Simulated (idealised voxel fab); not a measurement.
Proc. module: voxel local oxidation
Square cell edge 5 nm, section width 165 nm, ID cut.
A cross-section in this document is a grid of square cells, and it is written down as bands, the top band listed before the ones below it; a band is made up of one or more rows of cells. Basically the band line says how high the top is and how high the bottom is, in nm, and then what's in it from left to right, every material with its width in nm. Empty space shows up as "air", and if a single material carries "full width" it runs the full band edge to edge. A quick word on heights: they are counted from 0, and under that level the wafer as it came to us is one material throughout. The lowest band is different from the rest in having no bottom; it simply continues downward, written as in "from 0 down". So if you see something like "30..40" for the width, read it as the top row of the band sitting at the first number and the bottom row at the second, with every row in between moving by the same amount as the last. It should be understood that the words "stayed the same", when stated for a given step, signify that the cross-section underwent no change in any of its cells during that step. Voids, sealed: empty space of 8 cells or more with no open way to the top, each as width x height at its distance from the left edge, in nm. Anything after a step's settings on that line? It's the simulator's own note about the step. overlay nm: on a step with a mask, how far right of its planned place the mask lay; negative means left.

Process steps foreseen in the plan:
1) RECEIVE | material Si
2) OXIDIZE | depth nm 5
3) CONFORMAL_DEP | material SiN | thk nm 10
4) PATTERN | tone cover | mask id ACTIVE | material resist | width nm 105 | thk nm 15 | overlay nm 0
5) DIRECTIONAL_ETCH | etch materials SiN | depth nm 10
6) STRIP | etch materials resist
7) SELECTIVE_ETCH | etch materials SiO2 | depth nm 5
8) OXIDIZE | depth nm 15
9) STRIP | etch materials SiN

Cross-section, incoming material, after step 1:
  from 0 down | Si full width
  Voids, sealed: none

Run as planned - first of the two wafers cross-sectioned at the end of the module:
  from 0 to -5 | air=35, SiO2=95, air=35
  from -5 to -20 | SiO2=50, Si=65, SiO2=50
  from -20 down | Si full width
  Voids, sealed: none

End of module, second wafer, cross-section. Started like the first, planned like the first, run with one mistake:
  from 0 to -5 | air=40, SiO2=90, air=35
  from -5 to -20 | SiO2=55, Si=60, SiO2=50
  from -20 down | Si full width
  Voids, sealed: none
Which mistake was made when the wafer was run? not per plan at step 4, really ran PATTERN | tone cover | mask id ACTIVE | material resist | width nm 100 | thk nm 15 | overlay nm 0
It is noted that, at the conclusion of processing, the second wafer exhibits a higher or lower cell count for certain materials relative to the first: Si: 3 fewer, SiO2: 2 more
